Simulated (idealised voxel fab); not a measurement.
The process module presented herein is designated voxel gate over fins.
Cross-sectional view cut (width: 205 nm; square cell size: 5 nm).
For the purposes of this document, a cross-section shall be understood as a grid of square cells, specified as bands listed in top-to-bottom order, each band consisting of one or more rows of cells. Band: top height; bottom height; in nm. Then, left to right: material with width in nm, for each material. "edge to edge": a single material spanning edge to edge. "blank": empty space. Note: height 0 marks the level under which the wafer is uniformly one material as received. Lowest band unbounded below, written "0 down". Read "30->40" as a graded width: first number on top, second number at the bottom, same change between each pair of neighbouring rows. "identical to before" means the step left every cell of the cross-section as it was. Empty spaces counting at least 8 cells and having no open way to the top are listed in "Fully enclosed voids". The notation width x height at distance is used for each, the distance being from the left edge and all three values in nm. On each step's line, the part that comes after the settings is the simulator's own comment on the step. overlay nm: step with mask; distance mask lay right of planned place; negative value = left of planned place.

[Planned process steps]
1,RECEIVE [material Si]
2,CONFORMAL_DEP [material SiN] [thk nm 5]
3,DIRECTIONAL_DEP [material aC] [thk nm 15]
4,PATTERN [tone cover] [mask id FINS] [material resist] [width nm 15] [pitch nm 45] [thk nm 30] [overlay nm 0]
5,DIRECTIONAL_ETCH [etch materials aC] [depth nm 15]
6,STRIP [etch materials resist]
7,DIRECTIONAL_ETCH [etch materials SiN] [depth nm 5]
8,DIRECTIONAL_ETCH [etch materials Si] [depth nm 40]
9,STRIP [etch materials aC]
10,FILL_DEP [material SiO2] [thk nm 5]
11,CMP [height nm 5]
12,SELECTIVE_ETCH [etch materials SiO2] [depth nm 20]
13,STRIP [etch materials SiN]
14,CONFORMAL_DEP [material HfO2] [thk nm 5]
15,CONFORMAL_DEP [material TiN] [thk nm 5]
16,FILL_DEP [material W] [thk nm 15]
17,CMP [height nm 20]
18,CONFORMAL_DEP [material SiCN] [thk nm 10]

[First wafer, two in total, run as planned]

[Here's what the wafer looked like in cross-section when it arrived - that's after step 1]
0 down  Si edge to edge
Fully enclosed voids: none

[Cross-section of the wafer subsequent to step 2]
5 to 0  SiN edge to edge
Below a height of 0, the structure has not been altered.

[Cross-section of the wafer subsequent to step 3]
20 to 5  aC edge to edge
Below a height of 5, the structure has not been altered.

[Cross-section of the wafer subsequent to step 4]
50 to 20  25 nm blank / 15 nm resist / 30 nm blank / 15 nm resist / 30 nm blank / 15 nm resist / 30 nm blank / 15 nm resist / 30 nm blank
Below a height of 20, the structure has not been altered.

[Cross-section of the wafer subsequent to step 5]
35 to 20  25 nm blank / 15 nm resist / 30 nm blank / 15 nm resist / 30 nm blank / 15 nm resist / 30 nm blank / 15 nm resist / 30 nm blank
20 to 5  25 nm blank / 15 nm aC / 30 nm blank / 15 nm aC / 30 nm blank / 15 nm aC / 30 nm blank / 15 nm aC / 30 nm blank
Below a height of 5, the structure has not been altered.

[Cross-section of the wafer subsequent to step 6]
20 to 5  25 nm blank / 15 nm aC / 30 nm blank / 15 nm aC / 30 nm blank / 15 nm aC / 30 nm blank / 15 nm aC / 30 nm blank
Below a height of 5, the structure has not been altered.

[Cross-section of the wafer subsequent to step 7]
20 to 5  25 nm blank / 15 nm aC / 30 nm blank / 15 nm aC / 30 nm blank / 15 nm aC / 30 nm blank / 15 nm aC / 30 nm blank
5 to 0  25 nm blank / 15 nm SiN / 30 nm blank / 15 nm SiN / 30 nm blank / 15 nm SiN / 30 nm blank / 15 nm SiN / 30 nm blank
Below a height of 0, the structure has not been altered.

[Cross-section of the wafer subsequent to step 8]
20 to 5  25 nm blank / 15 nm aC / 30 nm blank / 15 nm aC / 30 nm blank / 15 nm aC / 30 nm blank / 15 nm aC / 30 nm blank
5 to 0  25 nm blank / 15 nm SiN / 30 nm blank / 15 nm SiN / 30 nm blank / 15 nm SiN / 30 nm blank / 15 nm SiN / 30 nm blank
0 to -40  25 nm blank / 15 nm Si / 30 nm blank / 15 nm Si / 30 nm blank / 15 nm Si / 30 nm blank / 15 nm Si / 30 nm blank
Below a height of -40, the structure has not been altered.

[Cross-section of the wafer subsequent to step 9]
5 to 0  25 nm blank / 15 nm SiN / 30 nm blank / 15 nm SiN / 30 nm blank / 15 nm SiN / 30 nm blank / 15 nm SiN / 30 nm blank
Below a height of 0, the structure has not been altered.

[Cross-section of the wafer subsequent to step 10]
10 to 5  SiO2 edge to edge
5 to 0  25 nm SiO2 / 15 nm SiN / 30 nm SiO2 / 15 nm SiN / 30 nm SiO2 / 15 nm SiN / 30 nm SiO2 / 15 nm SiN / 30 nm SiO2
0 to -40  25 nm SiO2 / 15 nm Si / 30 nm SiO2 / 15 nm Si / 30 nm SiO2 / 15 nm Si / 30 nm SiO2 / 15 nm Si / 30 nm SiO2
Below a height of -40, the structure has not been altered.

[Cross-section of the wafer subsequent to step 11]
5 to 0  25 nm SiO2 / 15 nm SiN / 30 nm SiO2 / 15 nm SiN / 30 nm SiO2 / 15 nm SiN / 30 nm SiO2 / 15 nm SiN / 30 nm SiO2
Below a height of 0, the structure has not been altered.

[Cross-section of the wafer subsequent to step 12]
5 to 0  25 nm blank / 15 nm SiN / 30 nm blank / 15 nm SiN / 30 nm blank / 15 nm SiN / 30 nm blank / 15 nm SiN / 30 nm blank
0 to -15  25 nm blank / 15 nm Si / 30 nm blank / 15 nm Si / 30 nm blank / 15 nm Si / 30 nm blank / 15 nm Si / 30 nm blank
Below a height of -15, the structure has not been altered.

[Cross-section of the wafer subsequent to step 13]
0 to -15  25 nm blank / 15 nm Si / 30 nm blank / 15 nm Si / 30 nm blank / 15 nm Si / 30 nm blank / 15 nm Si / 30 nm blank
Below a height of -15, the structure has not been altered.

[Cross-section of the wafer subsequent to step 14]
5 to 0  20 nm blank / 25 nm HfO2 / 20 nm blank / 25 nm HfO2 / 20 nm blank / 25 nm HfO2 / 20 nm blank / 25 nm HfO2 / 25 nm blank
0 to -10  20 nm blank / 5 nm HfO2 / 15 nm Si / 5 nm HfO2 / 20 nm blank / 5 nm HfO2 / 15 nm Si / 5 nm HfO2 / 20 nm blank / 5 nm HfO2 / 15 nm Si / 5 nm HfO2 / 20 nm blank / 5 nm HfO2 / 15 nm Si / 5 nm HfO2 / 25 nm blank
-10 to -15  25 nm HfO2 / 15 nm Si / 30 nm HfO2 / 15 nm Si / 30 nm HfO2 / 15 nm Si / 30 nm HfO2 / 15 nm Si / 30 nm HfO2
Below a height of -15, the structure has not been altered.

[Cross-section of the wafer subsequent to step 15]
10 to 5  15 nm blank / 35 nm TiN / 10 nm blank / 35 nm TiN / 10 nm blank / 35 nm TiN / 10 nm blank / 35 nm TiN / 20 nm blank
5 to 0  15 nm blank / 5 nm TiN / 25 nm HfO2 / 5 nm TiN / 10 nm blank / 5 nm TiN / 25 nm HfO2 / 5 nm TiN / 10 nm blank / 5 nm TiN / 25 nm HfO2 / 5 nm TiN / 10 nm blank / 5 nm TiN / 25 nm HfO2 / 5 nm TiN / 20 nm blank
0 to -5  15 nm blank / 5 nm TiN / 5 nm HfO2 / 15 nm Si / 5 nm HfO2 / 5 nm TiN / 10 nm blank / 5 nm TiN / 5 nm HfO2 / 15 nm Si / 5 nm HfO2 / 5 nm TiN / 10 nm blank / 5 nm TiN / 5 nm HfO2 / 15 nm Si / 5 nm HfO2 / 5 nm TiN / 10 nm blank / 5 nm TiN / 5 nm HfO2 / 15 nm Si / 5 nm HfO2 / 5 nm TiN / 20 nm blank
-5 to -10  20 nm TiN / 5 nm HfO2 / 15 nm Si / 5 nm HfO2 / 20 nm TiN / 5 nm HfO2 / 15 nm Si / 5 nm HfO2 / 20 nm TiN / 5 nm HfO2 / 15 nm Si / 5 nm HfO2 / 20 nm TiN / 5 nm HfO2 / 15 nm Si / 5 nm HfO2 / 25 nm TiN
Below a height of -10, the structure has not been altered.

[Cross-section of the wafer subsequent to step 16]
25 to 10  W edge to edge
10 to 5  15 nm W / 35 nm TiN / 10 nm W / 35 nm TiN / 10 nm W / 35 nm TiN / 10 nm W / 35 nm TiN / 20 nm W
5 to 0  15 nm W / 5 nm TiN / 25 nm HfO2 / 5 nm TiN / 10 nm W / 5 nm TiN / 25 nm HfO2 / 5 nm TiN / 10 nm W / 5 nm TiN / 25 nm HfO2 / 5 nm TiN / 10 nm W / 5 nm TiN / 25 nm HfO2 / 5 nm TiN / 20 nm W
0 to -5  15 nm W / 5 nm TiN / 5 nm HfO2 / 15 nm Si / 5 nm HfO2 / 5 nm TiN / 10 nm W / 5 nm TiN / 5 nm HfO2 / 15 nm Si / 5 nm HfO2 / 5 nm TiN / 10 nm W / 5 nm TiN / 5 nm HfO2 / 15 nm Si / 5 nm HfO2 / 5 nm TiN / 10 nm W / 5 nm TiN / 5 nm HfO2 / 15 nm Si / 5 nm HfO2 / 5 nm TiN / 20 nm W
Below a height of -5, the structure has not been altered.

[Cross-section of the wafer subsequent to step 17]
20 to 10  W edge to edge
Below a height of 10, the structure has not been altered.

[Cross-section of the wafer subsequent to step 18]
30 to 20  SiCN edge to edge
Below a height of 20, the structure has not been altered.

[Second wafer: same start and same plan as the first, one execution error; identical to the first through step 3]

[Cross-section, second wafer, at the end time the plan gives for step 4]
50 to 20  25 nm resist / 15 nm blank / 30 nm resist / 15 nm blank / 30 nm resist / 15 nm blank / 30 nm resist / 15 nm blank / 30 nm resist
Below a height of 20, the structure has not been altered.

[Cross-section, second wafer, at the end time the plan gives for step 5]
35 to 20  25 nm resist / 15 nm blank / 30 nm resist / 15 nm blank / 30 nm resist / 15 nm blank / 30 nm resist / 15 nm blank / 30 nm resist
20 to 5  25 nm aC / 15 nm blank / 30 nm aC / 15 nm blank / 30 nm aC / 15 nm blank / 30 nm aC / 15 nm blank / 30 nm aC
Below a height of 5, the structure has not been altered.

[Cross-section, second wafer, at the end time the plan gives for step 6]
20 to 5  25 nm aC / 15 nm blank / 30 nm aC / 15 nm blank / 30 nm aC / 15 nm blank / 30 nm aC / 15 nm blank / 30 nm aC
Below a height of 5, the structure has not been altered.

[Cross-section, second wafer, at the end time the plan gives for step 7]
20 to 5  25 nm aC / 15 nm blank / 30 nm aC / 15 nm blank / 30 nm aC / 15 nm blank / 30 nm aC / 15 nm blank / 30 nm aC
5 to 0  25 nm SiN / 15 nm blank / 30 nm SiN / 15 nm blank / 30 nm SiN / 15 nm blank / 30 nm SiN / 15 nm blank / 30 nm SiN
Below a height of 0, the structure has not been altered.

[Cross-section, second wafer, at the end time the plan gives for step 8]
20 to 5  25 nm aC / 15 nm blank / 30 nm aC / 15 nm blank / 30 nm aC / 15 nm blank / 30 nm aC / 15 nm blank / 30 nm aC
5 to 0  25 nm SiN / 15 nm blank / 30 nm SiN / 15 nm blank / 30 nm SiN / 15 nm blank / 30 nm SiN / 15 nm blank / 30 nm SiN
0 to -40  25 nm Si / 15 nm blank / 30 nm Si / 15 nm blank / 30 nm Si / 15 nm blank / 30 nm Si / 15 nm blank / 30 nm Si
Below a height of -40, the structure has not been altered.

[Cross-section, second wafer, at the end time the plan gives for step 9]
5 to 0  25 nm SiN / 15 nm blank / 30 nm SiN / 15 nm blank / 30 nm SiN / 15 nm blank / 30 nm SiN / 15 nm blank / 30 nm SiN
Below a height of 0, the structure has not been altered.

[Cross-section, second wafer, at the end time the plan gives for step 10]
10 to 5  SiO2 edge to edge
5 to 0  25 nm SiN / 15 nm SiO2 / 30 nm SiN / 15 nm SiO2 / 30 nm SiN / 15 nm SiO2 / 30 nm SiN / 15 nm SiO2 / 30 nm SiN
0 to -40  25 nm Si / 15 nm SiO2 / 30 nm Si / 15 nm SiO2 / 30 nm Si / 15 nm SiO2 / 30 nm Si / 15 nm SiO2 / 30 nm Si
Below a height of -40, the structure has not been altered.

[Cross-section, second wafer, at the end time the plan gives for step 11]
5 to 0  25 nm SiN / 15 nm SiO2 / 30 nm SiN / 15 nm SiO2 / 30 nm SiN / 15 nm SiO2 / 30 nm SiN / 15 nm SiO2 / 30 nm SiN
Below a height of 0, the structure has not been altered.

[Cross-section, second wafer, at the end time the plan gives for step 12]
5 to 0  25 nm SiN / 15 nm blank / 30 nm SiN / 15 nm blank / 30 nm SiN / 15 nm blank / 30 nm SiN / 15 nm blank / 30 nm SiN
0 to -15  25 nm Si / 15 nm blank / 30 nm Si / 15 nm blank / 30 nm Si / 15 nm blank / 30 nm Si / 15 nm blank / 30 nm Si
Below a height of -15, the structure has not been altered.

[Cross-section, second wafer, at the end time the plan gives for step 13]
0 to -15  25 nm Si / 15 nm blank / 30 nm Si / 15 nm blank / 30 nm Si / 15 nm blank / 30 nm Si / 15 nm blank / 30 nm Si
Below a height of -15, the structure has not been altered.

[Cross-section, second wafer, at the end time the plan gives for step 14]
5 to 0  30 nm HfO2 / 5 nm blank / 40 nm HfO2 / 5 nm blank / 40 nm HfO2 / 5 nm blank / 40 nm HfO2 / 5 nm blank / 35 nm HfO2
0 to -10  25 nm Si / 5 nm HfO2 / 5 nm blank / 5 nm HfO2 / 30 nm Si / 5 nm HfO2 / 5 nm blank / 5 nm HfO2 / 30 nm Si / 5 nm HfO2 / 5 nm blank / 5 nm HfO2 / 30 nm Si / 5 nm HfO2 / 5 nm blank / 5 nm HfO2 / 30 nm Si
-10 to -15  25 nm Si / 15 nm HfO2 / 30 nm Si / 15 nm HfO2 / 30 nm Si / 15 nm HfO2 / 30 nm Si / 15 nm HfO2 / 30 nm Si
Below a height of -15, the structure has not been altered.

[Cross-section, second wafer, at the end time the plan gives for step 15]
10 to 5  TiN edge to edge
5 to 0  30 nm HfO2 / 5 nm TiN / 40 nm HfO2 / 5 nm TiN / 40 nm HfO2 / 5 nm TiN / 40 nm HfO2 / 5 nm TiN / 35 nm HfO2
0 to -10  25 nm Si / 5 nm HfO2 / 5 nm TiN / 5 nm HfO2 / 30 nm Si / 5 nm HfO2 / 5 nm TiN / 5 nm HfO2 / 30 nm Si / 5 nm HfO2 / 5 nm TiN / 5 nm HfO2 / 30 nm Si / 5 nm HfO2 / 5 nm TiN / 5 nm HfO2 / 30 nm Si
Below a height of -10, the structure has not been altered.

[Cross-section, second wafer, at the end time the plan gives for step 16]
25 to 10  W edge to edge
Below a height of 10, the structure has not been altered.

[Cross-section, second wafer, at the end time the plan gives for step 17]
20 to 10  W edge to edge
Below a height of 10, the structure has not been altered.

[Cross-section, second wafer, at the end time the plan gives for step 18]
30 to 20  SiCN edge to edge
Below a height of 20, the structure has not been altered.
What was the processing mistake? off-plan run, step 4, actual operation and settings PATTERN [tone open] [mask id FINS] [material resist] [width nm 15] [pitch nm 45] [thk nm 30] [overlay nm 0]
It is noted that, at the conclusion of processing, the second wafer exhibits a higher or lower cell count for certain materials relative to the first: +136 Si | -85 SiO2 | -12 TiN | -39 W
